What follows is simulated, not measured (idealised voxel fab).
The following process module bears the name voxel lift off.
Section cut is 295 nm wide and gridded with 5 nm square cells.
When this document writes out a cross-section, it uses a grid of square cells and lists it as bands, beginning at the top and moving down, with a band standing for one or more rows of cells.
Read a band's entry like this: the first values are the height of its top and the height of its bottom in nm, and what follows is the sequence of materials from left to right, each with its width in nm. Note that "air" is empty space, and that a single material marked "throughout" reaches across the band from edge to edge.
Measure heights from 0. That's the level where, below it, the as-received wafer is all one material. The lowest band is bottomless and extends downward; write it as in "from 0 down".
Top row gets the first number, bottom row gets the second, and each row in between changes by the same step: that is how a band width like "30 to 40" works.
No cell of the cross-section changed in a step that is given as "nothing altered".
Closed-off voids: empty space of 8 cells or more with no open way to the top, each as width x height at its distance from the left edge, in nm
On a step's line, text after the settings is the simulator commenting on that step.
"overlay nm" denotes, for a step that has a mask, the displacement of the mask to the right of its planned place, with negative values corresponding to the left.

Set out below are the planned steps of the process
1) op RECEIVE | material Si
2) op CONFORMAL_DEP | material SiN | thk nm 15
3) op PATTERN | tone open | mask id LINES | material resist | width nm 20 | pitch nm 35 | thk nm 30 | overlay nm 0
4) op DIRECTIONAL_DEP | material Ru | thk nm 15
5) op STRIP | etch materials resist
6) op CONFORMAL_DEP | material SiN | thk nm 5

Cross-section of the wafer upon arrival, representing the state reached after step 1
from 0 down = Si throughout
Closed-off voids: none

First of two wafers at the end of the module, shown in cross-section; run carried out as planned
from 35 to 30 = air: 115  SiN: 30  air: 5  SiN: 30  air: 115
from 30 to 20 = air: 115  SiN: 5  Ru: 20  SiN: 5  air: 5  SiN: 5  Ru: 20  SiN: 5  air: 115
from 20 to 15 = SiN: 120  Ru: 20  SiN: 15  Ru: 20  SiN: 120
from 15 to 0 = SiN throughout
from 0 down = Si throughout
Closed-off voids: none

Wafer two cross-section, module end. Start and plan unchanged from wafer one; one mistake made during the run
from 50 to 45 = air: 115  SiN: 30  air: 5  SiN: 30  air: 115
from 45 to 35 = air: 115  SiN: 5  Ru: 20  SiN: 5  air: 5  SiN: 5  Ru: 20  SiN: 5  air: 115
from 35 to 30 = SiN: 120  Ru: 20  SiN: 15  Ru: 20  SiN: 120
from 30 to 0 = SiN throughout
from 0 down = Si throughout
Closed-off voids: none
What went wrong in running the wafer? step 2 of the plan was twice carried out
Looking at both finished wafers in cells, the second ends up ahead of or behind the first on some materials: 177 more of SiN
